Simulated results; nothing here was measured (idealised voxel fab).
Module name: voxel ribs on slabs (process module)
In the cross-section labelled cut, the width is 290 nm and each square cell is 5 nm.
This document writes a cross-section as a grid whose cells are square, and gives it as bands, listed from the top down; one or more rows of cells form a band.
Quick guide to a band line: top height, bottom height (nm) up front; then every material left to right with its width in nm. Only one material and it's marked "edge to edge"? Then it fills the band edge to edge. And "blank" just means empty space.
It should be noted that heights are counted from 0, beneath which the wafer as supplied is of one material throughout, and that the lowest band possesses no lower boundary but continues downward, as written in "0..down".
Width "30 to 40": first value at the band's top row of cells, second value at its bottom row, equal change from row to row.
Take "remains unaltered" at face value: in the step it is given for, the cross-section changed in none of its cells.
Each empty space that has no open way to the top and spans at least 8 cells appears under "Closed cavity list" as width x height at distance, the distance counted from the left edge, all in nm.
On each step's line, the part that comes after the settings is the simulator's own comment on the step.
overlay nm: mask right of planned place by this much (step with mask). Neg. = left.
Read the rest as pairs. Take the cross-section before one process step, then the cross-section after it, which shows only down to the lowest band that changed. Under the pair, find the step between them and its settings. Bear in mind that pairs may come from different runs of this module on the same starting wafer: link a pair to the pair above it only where its entry headed "Before processing" says to.
## Before processing
	80..65 | blank 130 / aC 25 / blank 135
	65..55 | W edge to edge
	55..35 | SiO2 edge to edge
	35..30 | SiO2 120 / polySi 15 / SiO2 15 / polySi 15 / SiO2 125
	30..25 | polySi 135 / SiO2 15 / polySi 140
	25..20 | polySi edge to edge
	20..0 | SiO2 edge to edge
	0..down | Si edge to edge
	Closed cavity list: none
## Resulting Structure
	80..65 | blank 130 / aC 25 / blank 135
	65..55 | blank 130 / W 25 / blank 135
	Everything below 55 is unchanged.
	Closed cavity list: none
Can you name the step between the two cross-sections above? It is DIRECTIONAL_ETCH with etch materials W, depth nm 10
Before processing: the state before this step is the cross-section shown after the step in the pair just above.
## Resulting Structure
	65..55 | blank 130 / W 25 / blank 135
	Everything below 55 is unchanged.
	Closed cavity list: none
Can you name the step between the two cross-sections above? It is STRIP with etch materials aC
Before processing: the state before this step is the cross-section shown after the step in the pair just above.
## Resulting Structure
	70..65 | blank 125 / SiN 35 / blank 130
	65..60 | blank 125 / SiN 5 / W 25 / SiN 5 / blank 130
	60..55 | SiN 130 / W 25 / SiN 135
	Everything below 55 is unchanged.
	Closed cavity list: none
Can you name the step between the two cross-sections above? It is CONFORMAL_DEP with material SiN, thk nm 5
